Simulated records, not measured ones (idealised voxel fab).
Documented hereafter: the process module known as voxel capacitor over wiring.
cross-section cut | 180 nm wide | cells 5 nm
Format of a cross-section: grid, square cells. Given as bands. Order: top down. Band: one or more rows of cells. Band entry format. Leading values: height of top, height of bottom, nm. Remainder: materials in left-to-right order, each with its width in nm. Special words: "edge to edge" on a single material, which then fills the band edge to edge; "air", empty space. Height reference: 0 = level under which incoming wafer is all one material. Lowest band: no bottom, runs on downward, e.g. "0 nm and below". A width such as "30..40" changes by the same amount from each row of cells to the next, from the band's top row to its bottom row. Any step labelled "left unchanged" changed none of the cells in the cross-section. "Unvented cavities" lists enclosed empty spaces (at least 8 cells, no open path upward to the top), each as width x height at distance from the left edge, in nm. after a step's settings: what the simulator itself notes on the step. overlay nm: where the mask lay relative to plan, measured to the right, on steps with a mask; negatives go left.

Process steps foreseen in the plan
1 RECEIVE [material Si]
2 CONFORMAL_DEP [material SiO2] [thk nm 10]
3 DIRECTIONAL_DEP [material TiN] [thk nm 5]
4 DIRECTIONAL_DEP [material Ru] [thk nm 15]
5 PATTERN [tone cover] [mask id METAL_1] [material resist] [width nm 25] [pitch nm 85] [thk nm 20] [overlay nm 0]
6 DIRECTIONAL_ETCH [etch materials Ru] [depth nm 15]
7 DIRECTIONAL_ETCH [etch materials TiN] [depth nm 5]
8 STRIP [etch materials resist]
9 CONFORMAL_DEP [material SiCN] [thk nm 5]
10 FILL_DEP [material SiO2] [thk nm 10]
11 CMP [height nm 30]
12 CONFORMAL_DEP [material SiCN] [thk nm 5]
13 DIRECTIONAL_DEP [material SiO2] [thk nm 15]
14 DIRECTIONAL_DEP [material aC] [thk nm 10]
15 PATTERN [tone open] [mask id PLUG_1] [material resist] [width nm 15] [thk nm 25] [overlay nm 0]
16 DIRECTIONAL_ETCH [etch materials aC] [depth nm 10]
17 STRIP [etch materials resist]
18 DIRECTIONAL_ETCH [etch materials SiO2] [depth nm 15]
19 DIRECTIONAL_ETCH [etch materials SiCN] [depth nm 5]
20 STRIP [etch materials aC]
21 EPI [material Ru] [thk nm 10]
22 EPI [material Ru] [thk nm 10]
23 DIRECTIONAL_DEP [material TiN] [thk nm 10]
24 DIRECTIONAL_DEP [material SiN] [thk nm 5]
25 DIRECTIONAL_DEP [material TiN] [thk nm 5]
26 DIRECTIONAL_DEP [material aC] [thk nm 15]
27 PATTERN [tone cover] [mask id UPPER_PLATE] [material resist] [width nm 65] [thk nm 35] [overlay nm 0]
28 DIRECTIONAL_ETCH [etch materials aC] [depth nm 15]
29 STRIP [etch materials resist]
30 DIRECTIONAL_ETCH [etch materials TiN] [depth nm 5]
31 DIRECTIONAL_ETCH [etch materials SiN] [depth nm 5]
32 STRIP [etch materials aC]
33 PATTERN [tone cover] [mask id LOWER_PLATE] [material resist] [width nm 65] [thk nm 15] [overlay nm 0]
34 DIRECTIONAL_ETCH [etch materials TiN] [depth nm 10]
35 STRIP [etch materials resist]
36 FILL_DEP [material SiO2] [thk nm 15]
37 CMP [height nm 80]
38 MASKED_ETCH [tone open] [mask id PLUG_2] [width nm 15] [etch materials SiO2] [depth nm 10] [overlay nm 0]
39 CONFORMAL_DEP [material TiN] [thk nm 5]
40 FILL_DEP [material Cu] [thk nm 10]
41 CMP [height nm 80]
42 CONFORMAL_DEP [material SiN] [thk nm 5]
What sets these wafers apart? The width nm at step 33. They all start alike, and the plan carries the first wafer's value.

Here's the first of the wafers in cross-section, just as we got it, i.e. after step 1
0 nm and below  Si edge to edge
Unvented cavities: none

Wafer rows, end of module: cells per material gained (+) or lost (-) since receipt; closed voids last
width nm 65, +1 Cu, +42 Ru, +71 SiCN, +49 SiN, +395 SiO2, +54 TiN, Unvented cavities: none
width nm 70, +1 Cu, +42 Ru, +71 SiCN, +49 SiN, +393 SiO2, +56 TiN, Unvented cavities: none
width nm 75, +1 Cu, +42 Ru, +71 SiCN, +49 SiN, +391 SiO2, +58 TiN, Unvented cavities: none
width nm 80, +1 Cu, +42 Ru, +71 SiCN, +49 SiN, +389 SiO2, +60 TiN, Unvented cavities: none
width nm 85, +1 Cu, +42 Ru, +71 SiCN, +49 SiN, +387 SiO2, +62 TiN, Unvented cavities: none
width nm 90, +1 Cu, +42 Ru, +71 SiCN, +49 SiN, +385 SiO2, +64 TiN, Unvented cavities: none
